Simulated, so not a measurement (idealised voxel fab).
The document below concerns the process module designated voxel capacitor over wiring.
Displayed cross-section: cut, width of 225 nm, square cells sized 5 nm.
Cross-section format: a grid of square cells, given as bands from top to bottom; each band is one or more rows of cells.
In this notation a band is specified by the heights of its top and bottom, in that order and in nm, after which its materials appear from left to right, each paired with its width in nm. The word "full width" attached to a single material means that material fills the band from edge to edge; the word "empty" stands for empty space.
Ref level 0: as-received wafer is one material below here. Bottom band extends down with no lower bound ("0 down").
Top row gets the first number, bottom row gets the second, and each row in between changes by the same step: that is how a band width like "30->40" works.
What does "all unchanged" mean for a step? It means no cell of the cross-section changed in that step.
In "Closed voids list" the enclosed voids are listed, meaning empty spaces of 8 cells or larger without any opening to the top. The form is width x height at distance, distance from the left edge, units nm.
That trailing text on a step's line, after the settings, is the simulator's own remark on the step.
On any step carrying a mask, the "overlay nm" setting, if present on the step's line, tells how far right of its planned place the mask lay; negative values point to the left.
The following list gives the planned process steps
1 RECEIVE: material Si
2 CONFORMAL_DEP: material SiO2, thk nm 10
3 CONFORMAL_DEP: material SiN, thk nm 5
4 DIRECTIONAL_DEP: material lowk, thk nm 25
5 DIRECTIONAL_DEP: material aC, thk nm 15
6 PATTERN: tone open, mask id METAL_1, material resist, width nm 25, pitch nm 80, thk nm 30, overlay nm 0
7 DIRECTIONAL_ETCH: etch materials aC, depth nm 15
8 STRIP: etch materials resist
9 DIRECTIONAL_ETCH: etch materials lowk, depth nm 25
10 DIRECTIONAL_ETCH: etch materials SiN, depth nm 5
11 STRIP: etch materials aC
12 CONFORMAL_DEP: material TiN, thk nm 5
13 FILL_DEP: material Ru, thk nm 5
14 CMP: height nm 40
15 EPI: material Ru, thk nm 5
16 FILL_DEP: material SiCN, thk nm 5
17 DIRECTIONAL_DEP: material lowk, thk nm 20
18 DIRECTIONAL_DEP: material aC, thk nm 10
19 PATTERN: tone open, mask id PLUG_1, material resist, width nm 15, thk nm 25, overlay nm 0
20 DIRECTIONAL_ETCH: etch materials aC, depth nm 10
21 STRIP: etch materials resist
22 DIRECTIONAL_ETCH: etch materials lowk, depth nm 20
23 DIRECTIONAL_ETCH: etch materials SiCN, depth nm 5
24 STRIP: etch materials aC
25 EPI: material Ru, thk nm 10
26 EPI: material Ru, thk nm 10
27 EPI: material Ru, thk nm 5
28 DIRECTIONAL_DEP: material TiN, thk nm 10
29 DIRECTIONAL_DEP: material HfO2, thk nm 5
30 DIRECTIONAL_DEP: material TiN, thk nm 10
31 MASKED_ETCH: tone cover, mask id UPPER_PLATE, width nm 60, etch materials TiN, depth nm 10, overlay nm 0
32 MASKED_ETCH: tone cover, mask id UPPER_PLATE, width nm 60, etch materials HfO2, depth nm 5, overlay nm 0
33 MASKED_ETCH: tone cover, mask id LOWER_PLATE, width nm 70, etch materials TiN, depth nm 10, overlay nm 0
34 FILL_DEP: material SiO2, thk nm 15
35 CMP: height nm 105
36 MASKED_ETCH: tone open, mask id PLUG_2, width nm 15, etch materials SiO2, depth nm 10, overlay nm 0
37 CONFORMAL_DEP: material TiN, thk nm 5
38 FILL_DEP: material W, thk nm 10
39 CMP: height nm 105
40 CONFORMAL_DEP: material SiCN, thk nm 5
Delivered wafer in cross-section: state after step 1
  0 down: Si full width
  Closed voids list: none
The plan above was carried out on the starting structure above with one mistake, and this cross-section shows the wafer at the end of the module
  110 to 105: SiCN full width
  105 to 100: SiO2=80 / TiN=5 / W=5 / TiN=5 / SiO2=130
  100 to 90: SiO2=80->85 / TiN=15->45 / SiO2=130->95
  90 to 85: SiO2=70 / TiN=60 / SiO2=95
  85 to 80: SiO2=70 / TiN=15 / HfO2=45 / SiO2=95
  80 to 75: SiO2=65 / TiN=5 / HfO2=15 / TiN=50 / SiO2=90
  75 to 70: SiO2=65 / TiN=70 / SiO2=90
  70 to 65: SiCN=70 / TiN=15 / SiCN=140
  65 to 60: SiCN=55 / lowk=35 / SiCN=45 / lowk=35 / SiCN=55
  60 to 45: lowk full width
  45 to 40: lowk=55 / Ru=35 / lowk=45 / Ru=35 / lowk=55
  40 to 15: lowk=60 / TiN=5 / Ru=15 / TiN=5 / lowk=55 / TiN=5 / Ru=15 / TiN=5 / lowk=60
  15 to 10: SiN=60 / TiN=25 / SiN=55 / TiN=25 / SiN=60
  10 to 0: SiO2 full width
  0 down: Si full width
  Closed voids list: none
Against the plan, the run slipped here: step 17 occupied the plan position of step 16, and the converse holds as well
